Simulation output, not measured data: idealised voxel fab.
Presented below is a process module, voxel capacitor over wiring.
In the cross-section labelled cut, the width is 165 nm and each square cell is 5 nm.
Throughout this document, each cross-section is represented as a grid of square cells and is presented as a sequence of bands enumerated from the top downward, where a band comprises one or more rows of cells.
Each band's line starts with the height of the band's top and of its bottom, in nm. Then come its materials from left to right, each with its width in nm. One material with "all across" fills the band from edge to edge. "air" is empty space.
Height 0 is the level under which the wafer as received is all one material. The lowest band goes on downwards, as in "0 -> down".
Width: "30..40" (first number = top row, second number = bottom row, same change from row to row of cells).
"nothing changed" -> step changed no cross-section cell.
"Fully enclosed voids" lists enclosed empty spaces (at least 8 cells, no open path upward to the top), each as width x height at distance from the left edge, in nm.
That trailing text on a step's line, after the settings, is the simulator's own remark on the step.
On any step carrying a mask, the "overlay nm" setting, if present on the step's line, tells how far right of its planned place the mask lay; negative values point to the left.

-- Process steps - plan
| 1 | op RECEIVE | material Si |
| 2 | op CONFORMAL_DEP | material SiO2 | thk nm 10 |
| 3 | op DIRECTIONAL_DEP | material TiN | thk nm 5 |
| 4 | op DIRECTIONAL_DEP | material W | thk nm 25 |
| 5 | op PATTERN | tone cover | mask id METAL_1 | material resist | width nm 30 | pitch nm 90 | thk nm 20 | overlay nm 0 |
| 6 | op DIRECTIONAL_ETCH | etch materials W | depth nm 25 |
| 7 | op DIRECTIONAL_ETCH | etch materials TiN | depth nm 5 |
| 8 | op STRIP | etch materials resist |
| 9 | op FILL_DEP | material lowk | thk nm 10 |
| 10 | op CMP | height nm 40 |
| 11 | op CONFORMAL_DEP | material SiCN | thk nm 5 |
| 12 | op DIRECTIONAL_DEP | material lowk | thk nm 10 |
| 13 | op MASKED_ETCH | tone open | mask id PLUG_1 | width nm 15 | etch materials lowk | depth nm 10 | overlay nm 0 |
| 14 | op MASKED_ETCH | tone open | mask id PLUG_1 | width nm 15 | etch materials SiCN | depth nm 5 | overlay nm 0 |
| 15 | op CONFORMAL_DEP | material TiN | thk nm 5 |
| 16 | op FILL_DEP | material Ru | thk nm 5 |
| 17 | op CMP | height nm 55 |
| 18 | op DIRECTIONAL_DEP | material TiN | thk nm 10 |
| 19 | op DIRECTIONAL_DEP | material SiN | thk nm 5 |
| 20 | op DIRECTIONAL_DEP | material TiN | thk nm 10 |
| 21 | op DIRECTIONAL_DEP | material aC | thk nm 15 |
| 22 | op PATTERN | tone cover | mask id UPPER_PLATE | material resist | width nm 65 | thk nm 35 | overlay nm 0 |
| 23 | op DIRECTIONAL_ETCH | etch materials aC | depth nm 15 |
| 24 | op STRIP | etch materials resist |
| 25 | op DIRECTIONAL_ETCH | etch materials TiN | depth nm 10 |
| 26 | op DIRECTIONAL_ETCH | etch materials SiN | depth nm 5 |
| 27 | op STRIP | etch materials aC |
| 28 | op MASKED_ETCH | tone cover | mask id LOWER_PLATE | width nm 75 | etch materials TiN | depth nm 10 | overlay nm 0 |
| 29 | op FILL_DEP | material SiO2 | thk nm 20 |
| 30 | op CMP | height nm 95 |
| 31 | op PATTERN | tone open | mask id PLUG_2 | material resist | width nm 15 | thk nm 20 | overlay nm 0 |
| 32 | op DIRECTIONAL_ETCH | etch materials SiO2 | depth nm 15 |
| 33 | op STRIP | etch materials resist |
| 34 | op CONFORMAL_DEP | material TiN | thk nm 5 |
| 35 | op FILL_DEP | material Ru | thk nm 10 |
| 36 | op CMP | height nm 95 |
| 37 | op CONFORMAL_DEP | material SiN | thk nm 5 |

-- As-received wafer cross-section (after step 1)
	0 -> down  Si all across
	Fully enclosed voids: none

-- Figure: cross-sectional view of the wafer upon completion of the module, processed from the initial state and according to the plan depicted above, with one error introduced during execution
	100 -> 95  SiN all across
	95 -> 85  SiO2 45; TiN 5; Ru 5; TiN 5; SiO2 105
	85 -> 80  SiO2 45; TiN 15; SiO2 105
	80 -> 70  SiO2 35; TiN 65; SiO2 65
	70 -> 65  SiO2 35; SiN 65; SiO2 65
	65 -> 55  SiO2 25; TiN 75; SiO2 65
	55 -> 45  lowk 35; TiN 5; Ru 5; TiN 5; lowk 115
	45 -> 40  SiCN 35; TiN 15; SiCN 115
	40 -> 15  lowk 20; W 30; lowk 60; W 30; lowk 25
	15 -> 10  lowk 20; TiN 30; lowk 60; TiN 30; lowk 25
	10 -> 0  SiO2 all across
	0 -> down  Si all across
	Fully enclosed voids: none
Where did the run depart from the plan? the process deviated at step 28: the operation and settings actually run there were op MASKED_ETCH | tone cover | mask id LOWER_PLATE | width nm 75 | etch materials TiN | depth nm 10 | overlay nm -5
